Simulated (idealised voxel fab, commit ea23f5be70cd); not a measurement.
process module | voxel fin reveal
cross-section cut | 240 nm wide | cells 5 nm
A cross-section is a grid of square cells, given in bands from the top down. A band is one or more rows of cells.
Each band's line starts with the height of the band's top and of its bottom, in nm. Then come its materials from left to right, each with its width in nm. One material with "throughout" fills the band from edge to edge. "air" is empty space.
Height 0 is the level under which the wafer as received is all one material. The lowest band goes on downwards, as in "0 down".
A width such as "30 to 40" changes by the same amount from each row of cells to the next, from the band's top row to its bottom row.
"no change" after a step means that no cell of the cross-section changed.
closed voids: empty space of 8 cells or more with no open way to the top, each as width x height at its distance from the left edge, in nm
after a step's settings: what the simulator itself notes on the step
overlay nm, on a step with a mask: how far to the right of its planned place the mask lay; to the left if negative
plan
1 op RECEIVE | material Si
2 op CONFORMAL_DEP | material SiN | thk nm 5
3 op PATTERN | tone cover | mask id FINS | material resist | width nm 15 | pitch nm 35 | thk nm 15 | overlay nm 0
4 op DIRECTIONAL_ETCH | etch materials SiN | depth nm 5
5 op DIRECTIONAL_ETCH | etch materials Si | depth nm 35
6 op STRIP | etch materials resist
7 op FILL_DEP | material SiO2 | thk nm 15
8 op CMP | height nm 5
9 op SELECTIVE_ETCH | etch materials SiO2 | depth nm 15
10 op STRIP | etch materials SiN
first wafer, as planned
as received, after step 1
  0 down: Si throughout
  closed voids: none
after step 2
  5 to 0: SiN throughout
  below 0: unchanged
after step 3
  20 to 5: air 60 | resist 15 | air 20 | resist 15 | air 20 | resist 15 | air 20 | resist 15 | air 60
  below 5: unchanged
after step 4
  20 to 5: air 60 | resist 15 | air 20 | resist 15 | air 20 | resist 15 | air 20 | resist 15 | air 60
  5 to 0: air 60 | SiN 15 | air 20 | SiN 15 | air 20 | SiN 15 | air 20 | SiN 15 | air 60
  below 0: unchanged
after step 5
  20 to 5: air 60 | resist 15 | air 20 | resist 15 | air 20 | resist 15 | air 20 | resist 15 | air 60
  5 to 0: air 60 | SiN 15 | air 20 | SiN 15 | air 20 | SiN 15 | air 20 | SiN 15 | air 60
  0 to -35: air 60 | Si 15 | air 20 | Si 15 | air 20 | Si 15 | air 20 | Si 15 | air 60
  below -35: unchanged
after step 6
  5 to 0: air 60 | SiN 15 | air 20 | SiN 15 | air 20 | SiN 15 | air 20 | SiN 15 | air 60
  below 0: unchanged
after step 7
  20 to 5: SiO2 throughout
  5 to 0: SiO2 60 | SiN 15 | SiO2 20 | SiN 15 | SiO2 20 | SiN 15 | SiO2 20 | SiN 15 | SiO2 60
  0 to -35: SiO2 60 | Si 15 | SiO2 20 | Si 15 | SiO2 20 | Si 15 | SiO2 20 | Si 15 | SiO2 60
  below -35: unchanged
after step 8
  5 to 0: SiO2 60 | SiN 15 | SiO2 20 | SiN 15 | SiO2 20 | SiN 15 | SiO2 20 | SiN 15 | SiO2 60
  below 0: unchanged
after step 9
  5 to 0: air 60 | SiN 15 | air 20 | SiN 15 | air 20 | SiN 15 | air 20 | SiN 15 | air 60
  0 to -10: air 60 | Si 15 | air 20 | Si 15 | air 20 | Si 15 | air 20 | Si 15 | air 60
  below -10: unchanged
after step 10
  0 to -10: air 60 | Si 15 | air 20 | Si 15 | air 20 | Si 15 | air 20 | Si 15 | air 60
  below -10: unchanged
second wafer: like start, like plan, one mistake. Through step 8 it matches the first wafer
when step 9 should have ended
  5 to 0: air 60 | SiN 15 | air 20 | SiN 15 | air 20 | SiN 15 | air 20 | SiN 15 | air 60
  0 to -25: air 60 | Si 15 | air 20 | Si 15 | air 20 | Si 15 | air 20 | Si 15 | air 60
  below -25: unchanged
when step 10 should have ended
  0 to -25: air 60 | Si 15 | air 20 | Si 15 | air 20 | Si 15 | air 20 | Si 15 | air 60
  below -25: unchanged
what went wrong: step 9 was run twice
at the end the second wafer has, in cells: 108 fewer of SiO2
